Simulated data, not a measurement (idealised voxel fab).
Documented hereafter: the process module known as voxel capacitor over wiring.
cross-section cut | 220 nm wide | cells 5 nm
When this document writes out a cross-section, it uses a grid of square cells and lists it as bands, beginning at the top and moving down, with a band standing for one or more rows of cells. Per band: top height and bottom height in nm, followed by the left-to-right materials and their widths in nm; "full width" marks a single material spanning edge to edge, "air" marks empty space. Below 0: as-received wafer, all one material; heights counted from there. Lowest band: no bottom, goes on down, written "0..down". Graded width ("30 to 40"): value in top row of band = first number; value in bottom row = second number; row-to-row change constant. Step marked "no modification"? Then no cell in the cross-section changed in it. Look at "Voids lacking openings" for the closed voids: empty spaces with no open path to the top, sized 8 cells or up. Each is width x height at distance, distance from the left edge, all nm. Past the settings on a step's line: simulator remark, on that step. The "overlay nm" setting may appear on a step's line; for a step that uses a mask, it gives how far to the right of its planned position the mask lay, and a negative value indicates the left.
The steps planned for the process are as follows
1) RECEIVE (material Si)
2) CONFORMAL_DEP (material SiO2; thk nm 15)
3) DIRECTIONAL_DEP (material TiN; thk nm 5)
4) DIRECTIONAL_DEP (material W; thk nm 15)
5) DIRECTIONAL_DEP (material aC; thk nm 15)
6) PATTERN (tone cover; mask id METAL_1; material resist; width nm 30; pitch nm 90; thk nm 30; overlay nm 0)
7) DIRECTIONAL_ETCH (etch materials aC; depth nm 15)
8) STRIP (etch materials resist)
9) DIRECTIONAL_ETCH (etch materials W; depth nm 15)
10) DIRECTIONAL_ETCH (etch materials TiN; depth nm 5)
11) STRIP (etch materials aC)
12) CONFORMAL_DEP (material SiN; thk nm 5)
13) FILL_DEP (material SiO2; thk nm 5)
14) CMP (height nm 35)
15) CONFORMAL_DEP (material SiCN; thk nm 5)
16) DIRECTIONAL_DEP (material SiO2; thk nm 15)
17) PATTERN (tone open; mask id PLUG_1; material resist; width nm 15; thk nm 15; overlay nm 0)
18) DIRECTIONAL_ETCH (etch materials SiO2; depth nm 15)
19) DIRECTIONAL_ETCH (etch materials SiCN; depth nm 5)
20) STRIP (etch materials resist)
21) CONFORMAL_DEP (material TiN; thk nm 5)
22) FILL_DEP (material Cu; thk nm 10)
23) CMP (height nm 55)
24) DIRECTIONAL_DEP (material TiN; thk nm 10)
25) DIRECTIONAL_DEP (material Al2O3; thk nm 5)
26) DIRECTIONAL_DEP (material TiN; thk nm 5)
27) PATTERN (tone cover; mask id UPPER_PLATE; material resist; width nm 65; thk nm 15; overlay nm 0)
28) DIRECTIONAL_ETCH (etch materials TiN; depth nm 5)
29) DIRECTIONAL_ETCH (etch materials Al2O3; depth nm 5)
30) STRIP (etch materials resist)
31) DIRECTIONAL_DEP (material aC; thk nm 10)
32) PATTERN (tone cover; mask id LOWER_PLATE; material resist; width nm 75; thk nm 25; overlay nm 0)
33) DIRECTIONAL_ETCH (etch materials aC; depth nm 10)
34) STRIP (etch materials resist)
35) DIRECTIONAL_ETCH (etch materials TiN; depth nm 10)
36) STRIP (etch materials aC)
37) FILL_DEP (material SiO2; thk nm 20)
38) CMP (height nm 90)
39) MASKED_ETCH (tone open; mask id PLUG_2; width nm 15; etch materials SiO2; depth nm 15; overlay nm 0)
40) CONFORMAL_DEP (material TiN; thk nm 5)
41) FILL_DEP (material W; thk nm 5)
42) CMP (height nm 90)
43) CONFORMAL_DEP (material SiCN; thk nm 5)
Cross-section of the wafer at receipt, which is the condition after step 1
  0..down  Si full width
  Voids lacking openings: none
Cross-sectional view of the first of the two wafers upon completion of the module, processed in accordance with the plan
  95..90  SiCN full width
  90..80  75 nm SiO2 | 5 nm TiN | 5 nm W | 5 nm TiN | 130 nm SiO2
  80..70  75 to 65 nm SiO2 | 15 to 65 nm TiN | 130 to 90 nm SiO2
  70..65  65 nm SiO2 | 65 nm Al2O3 | 90 nm SiO2
  65..55  60 nm SiO2 | 75 nm TiN | 85 nm SiO2
  55..40  65 nm SiO2 | 5 nm TiN | 5 nm Cu | 5 nm TiN | 140 nm SiO2
  40..35  65 nm SiCN | 15 nm TiN | 140 nm SiCN
  35..20  45 nm SiO2 | 5 nm SiN | 30 nm W | 5 nm SiN | 50 nm SiO2 | 5 nm SiN | 30 nm W | 5 nm SiN | 45 nm SiO2
  20..15  50 nm SiN | 30 nm TiN | 60 nm SiN | 30 nm TiN | 50 nm SiN
  15..0  SiO2 full width
  0..down  Si full width
  Voids lacking openings: none
Wafer two cross-section, module end. Start and plan unchanged from wafer one; one mistake made during the run
  95..90  SiCN full width
  90..80  75 nm SiO2 | 5 nm TiN | 5 nm W | 5 nm TiN | 130 nm SiO2
  80..75  75 nm SiO2 | 15 nm TiN | 130 nm SiO2
  75..70  SiO2 full width
  70..65  65 nm SiO2 | 65 nm TiN | 90 nm SiO2
  65..55  60 nm SiO2 | 75 nm TiN | 85 nm SiO2
  55..40  65 nm SiO2 | 5 nm TiN | 5 nm Cu | 5 nm TiN | 140 nm SiO2
  40..35  65 nm SiCN | 15 nm TiN | 140 nm SiCN
  35..20  45 nm SiO2 | 5 nm SiN | 30 nm W | 5 nm SiN | 50 nm SiO2 | 5 nm SiN | 30 nm W | 5 nm SiN | 45 nm SiO2
  20..15  50 nm SiN | 30 nm TiN | 60 nm SiN | 30 nm TiN | 50 nm SiN
  15..0  SiO2 full width
  0..down  Si full width
  Voids lacking openings: none
Nonconformance to the process plan: plan step 25 skipped
Final comparison by cell count, materials where the second wafer has more or fewer than the first: -13 Al2O3, +13 SiO2
